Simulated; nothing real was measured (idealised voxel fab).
You're looking at the process module voxel gate over fins.
Square cell edge 5 nm, section width 160 nm, ID cut.
Notation: cross-section as square-cell grid; stated in bands, top first, going down; one or more cell rows per band.
A band entry consists of two parts. The first gives the height of the band's top and the height of its bottom, in nm. The rest lists the band's materials from left to right, each with its width in nm. A single material labelled with the word "all across" fills the band from edge to edge, and the word "empty" marks empty space.
A quick word on heights: they are counted from 0, and under that level the wafer as it came to us is one material throughout. The lowest band is different from the rest in having no bottom; it simply continues downward, written as in "z 0 and below".
A width given as "30->40" starts at the first number in the band's top row and ends at the second number in its bottom row, shifting by an equal amount at every step from row to row.
It should be understood that the words "no change occurred", when stated for a given step, signify that the cross-section underwent no change in any of its cells during that step.
The entry "Closed void table" lists the empty spaces that cover at least 8 cells and have no open path to the top. Each is written as width x height at distance, where the distance is measured from the left edge and all three values are in nm.
after a step's settings: what the simulator itself notes on the step
Regarding "overlay nm": on a step with a mask, it is the distance the mask lay to the right of its planned place; a negative value places it to the left.

### The following list gives the planned process steps
1: RECEIVE,material Si
2: CONFORMAL_DEP,material SiN,thk nm 5
3: MASKED_ETCH,tone cover,mask id FINS,width nm 15,pitch nm 40,etch materials SiN,depth nm 5,overlay nm 0
4: MASKED_ETCH,tone cover,mask id FINS,width nm 15,pitch nm 40,etch materials Si,depth nm 30,overlay nm 0
5: OXIDIZE,depth nm 5
6: FILL_DEP,material SiO2,thk nm 15
7: CMP,height nm 5
8: SELECTIVE_ETCH,etch materials SiO2,depth nm 15
9: STRIP,etch materials SiN
10: CONFORMAL_DEP,material HfO2,thk nm 5
11: CONFORMAL_DEP,material TiN,thk nm 5
12: FILL_DEP,material W,thk nm 10
13: CMP,height nm 15
14: CONFORMAL_DEP,material SiCN,thk nm 10

### Received-state cross-section, reflecting completion of step 1
	z 0 and below | Si all across
	Closed void table: none

### One mistake in running the module, otherwise start and plan as above: cross-section at the end
	z 25 to 15 | SiCN all across
	z 15 to 10 | W all across
	z 10 to 5 | 45 of W, 25 of TiN, 15 of W, 25 of TiN, 50 of W
	z 5 to 0 | 40 of W, 10 of TiN, 15 of HfO2, 10 of TiN, 5 of W, 10 of TiN, 15 of HfO2, 10 of TiN, 45 of W
	z 0 to -5 | 45 of TiN, 10 of HfO2, 5 of Si, 10 of HfO2, 15 of TiN, 10 of HfO2, 5 of Si, 10 of HfO2, 50 of TiN
	z -5 to -10 | 50 of HfO2, 15 of Si, 25 of HfO2, 15 of Si, 55 of HfO2
	z -10 to -35 | 50 of SiO2, 15 of Si, 25 of SiO2, 15 of Si, 55 of SiO2
	z -35 and below | Si all across
	Closed void table: none
Misprocessing identified: step 4 was run on a setting that differed from the plan, and what really ran there is MASKED_ETCH,tone cover,mask id FINS,width nm 25,pitch nm 40,etch materials Si,depth nm 30,overlay nm 0
